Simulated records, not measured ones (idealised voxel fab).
process module | voxel trench capacitor
cross-section cut | 215 nm wide | cells 5 nm
A cross-section is a grid of square cells, given in bands from the top down. A band is one or more rows of cells.
Each band's line starts with the height of the band's top and of its bottom, in nm. Then come its materials from left to right, each with its width in nm. One material with "throughout" fills the band from edge to edge. "air" is empty space.
Height 0 is the level under which the wafer as received is all one material. The lowest band goes on downwards, as in "0 down".
A width such as "30 to 40" changes by the same amount from each row of cells to the next, from the band's top row to its bottom row.
"no change" after a step means that no cell of the cross-section changed.
closed voids: empty space of 8 cells or more with no open way to the top, each as width x height at its distance from the left edge, in nm
after a step's settings: what the simulator itself notes on the step
overlay nm, on a step with a mask: how far to the right of its planned place the mask lay; to the left if negative
plan
1 op RECEIVE | material Si
2 op CONFORMAL_DEP | material SiN | thk nm 10
3 op DIRECTIONAL_DEP | material aC | thk nm 15
4 op PATTERN | tone open | mask id TRENCH | material resist | width nm 30 | pitch nm 50 | thk nm 30 | overlay nm 0
5 op DIRECTIONAL_ETCH | etch materials aC | depth nm 15
6 op STRIP | etch materials resist
7 op DIRECTIONAL_ETCH | etch materials SiN | depth nm 10
8 op DIRECTIONAL_ETCH | etch materials Si | depth nm 35
9 op STRIP | etch materials aC
10 op CONFORMAL_DEP | material HfO2 | thk nm 5
11 op CONFORMAL_DEP | material TiN | thk nm 5
12 op FILL_DEP | material W | thk nm 10
13 op CMP | height nm 10
as received, after step 1
  0 down: Si throughout
  closed voids: none
first wafer at the end, as planned
  10 to 0: SiN 15 | HfO2 5 | TiN 5 | W 10 | TiN 5 | HfO2 5 | SiN 20 | HfO2 5 | TiN 5 | W 10 | TiN 5 | HfO2 5 | SiN 20 | HfO2 5 | TiN 5 | W 10 | TiN 5 | HfO2 5 | SiN 20 | HfO2 5 | TiN 5 | W 10 | TiN 5 | HfO2 5 | SiN 20
  0 to -25: Si 15 | HfO2 5 | TiN 5 | W 10 | TiN 5 | HfO2 5 | Si 20 | HfO2 5 | TiN 5 | W 10 | TiN 5 | HfO2 5 | Si 20 | HfO2 5 | TiN 5 | W 10 | TiN 5 | HfO2 5 | Si 20 | HfO2 5 | TiN 5 | W 10 | TiN 5 | HfO2 5 | Si 20
  -25 to -30: Si 15 | HfO2 5 | TiN 20 | HfO2 5 | Si 20 | HfO2 5 | TiN 20 | HfO2 5 | Si 20 | HfO2 5 | TiN 20 | HfO2 5 | Si 20 | HfO2 5 | TiN 20 | HfO2 5 | Si 20
  -30 to -35: Si 15 | HfO2 30 | Si 20 | HfO2 30 | Si 20 | HfO2 30 | Si 20 | HfO2 30 | Si 20
  -35 down: Si throughout
  closed voids: none
second wafer at the end: like start, like plan, one mistake
  10 to 0: SiN 20 | HfO2 5 | TiN 5 | W 10 | TiN 5 | HfO2 5 | SiN 20 | HfO2 5 | TiN 5 | W 10 | TiN 5 | HfO2 5 | SiN 20 | HfO2 5 | TiN 5 | W 10 | TiN 5 | HfO2 5 | SiN 20 | HfO2 5 | TiN 5 | W 10 | TiN 5 | HfO2 5 | SiN 15
  0 to -25: Si 20 | HfO2 5 | TiN 5 | W 10 | TiN 5 | HfO2 5 | Si 20 | HfO2 5 | TiN 5 | W 10 | TiN 5 | HfO2 5 | Si 20 | HfO2 5 | TiN 5 | W 10 | TiN 5 | HfO2 5 | Si 20 | HfO2 5 | TiN 5 | W 10 | TiN 5 | HfO2 5 | Si 15
  -25 to -30: Si 20 | HfO2 5 | TiN 20 | HfO2 5 | Si 20 | HfO2 5 | TiN 20 | HfO2 5 | Si 20 | HfO2 5 | TiN 20 | HfO2 5 | Si 20 | HfO2 5 | TiN 20 | HfO2 5 | Si 15
  -30 to -35: Si 20 | HfO2 30 | Si 20 | HfO2 30 | Si 20 | HfO2 30 | Si 20 | HfO2 30 | Si 15
  -35 down: Si throughout
  closed voids: none
what went wrong: step 4 ran as: op PATTERN | tone open | mask id TRENCH | material resist | width nm 30 | pitch nm 50 | thk nm 30 | overlay nm 5
at the end the second wafer has, in cells: as many of each material as the first, in other places
